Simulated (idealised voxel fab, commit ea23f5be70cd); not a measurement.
Process module, titled voxel released beams
In the cross-section labelled cut, the width is 220 nm and each square cell is 5 nm.
The cross-sections in this document take the form of a grid made of square cells. They are written out as bands, in order from top to bottom. Each band consists of one or more rows of cells. Band entry format. Leading values: height of top, height of bottom, nm. Remainder: materials in left-to-right order, each with its width in nm. Special words: "all across" on a single material, which then fills the band edge to edge; "empty", empty space. The reference from which all heights are counted is 0, the level beneath which the as-received wafer is entirely one material; the lowest band, having no lower bound, proceeds downward and is written after the example "z 0 and below". Width spec "30 to 40" -> top row of cells at first value, bottom row at second value, equal per-row change in between. "remained unchanged" -> step changed no cross-section cell. The entry titled "Fully closed voids" provides the empty spaces that have no open way to the top, restricted to those of 8 cells or more. Each is presented as width x height at distance, the distance being measured from the left edge, with all three in nm. Where a step's line continues beyond its settings, the continuation is a remark by the simulator itself on that step. If you see "overlay nm" on a step's line and that step has a mask, it's telling you how far right of where it was planned the mask ended up; a negative number means it went left instead.

**Intended process steps**
- 1: RECEIVE [material Si]
- 2: CONFORMAL_DEP [material Al2O3] [thk nm 5]
- 3: DIRECTIONAL_DEP [material SiO2] [thk nm 10]
- 4: DIRECTIONAL_DEP [material aC] [thk nm 15]
- 5: PATTERN [tone open] [mask id ANCHOR] [material resist] [width nm 35] [thk nm 35] [overlay nm 0]
- 6: DIRECTIONAL_ETCH [etch materials aC] [depth nm 15]
- 7: STRIP [etch materials resist]
- 8: DIRECTIONAL_ETCH [etch materials SiO2] [depth nm 10]
- 9: STRIP [etch materials aC]
- 10: CONFORMAL_DEP [material polySi] [thk nm 10]
- 11: DIRECTIONAL_DEP [material aC] [thk nm 15]
- 12: PATTERN [tone cover] [mask id BEAM] [material resist] [width nm 85] [thk nm 30] [overlay nm 0]
- 13: DIRECTIONAL_ETCH [etch materials aC] [depth nm 15]
- 14: STRIP [etch materials resist]
- 15: DIRECTIONAL_ETCH [etch materials polySi] [depth nm 10]
- 16: STRIP [etch materials aC]
- 17: STRIP [etch materials SiO2]

**This is the cross-section of the wafer as we received it, i.e. after step 1**
* z 0 and below = Si all across
* Fully closed voids: none

**The first of two wafers, cross-sectioned at the end of the module, with the run proceeding as planned**
* z 25 to 15 = 65 nm empty, 15 nm polySi, 15 nm empty, 55 nm polySi, 70 nm empty
* z 15 to 5 = 70 nm empty, 35 nm polySi, 115 nm empty
* z 5 to 0 = Al2O3 all across
* z 0 and below = Si all across
* Fully closed voids: none

**Cross-section of the latter of the two wafers at module completion. It had an identical start and an identical plan to the former; in running it, one mistake was made**
* z 25 to 20 = 65 nm empty, 15 nm polySi, 15 nm empty, 55 nm polySi, 70 nm empty
* z 20 to 15 = 80 nm polySi, 15 nm empty, 125 nm polySi
* z 15 to 5 = 70 nm SiO2, 35 nm polySi, 115 nm SiO2
* z 5 to 0 = Al2O3 all across
* z 0 and below = Si all across
* Fully closed voids: none
Nonconformance to the process plan: heads up, step 15 didn't go per plan, it actually ran as DIRECTIONAL_ETCH [etch materials polySi] [depth nm 5]
Bottom line after processing is that, in cells, the second wafer is up or down on some materials versus the first: 74 more of SiO2; 27 more of polySi
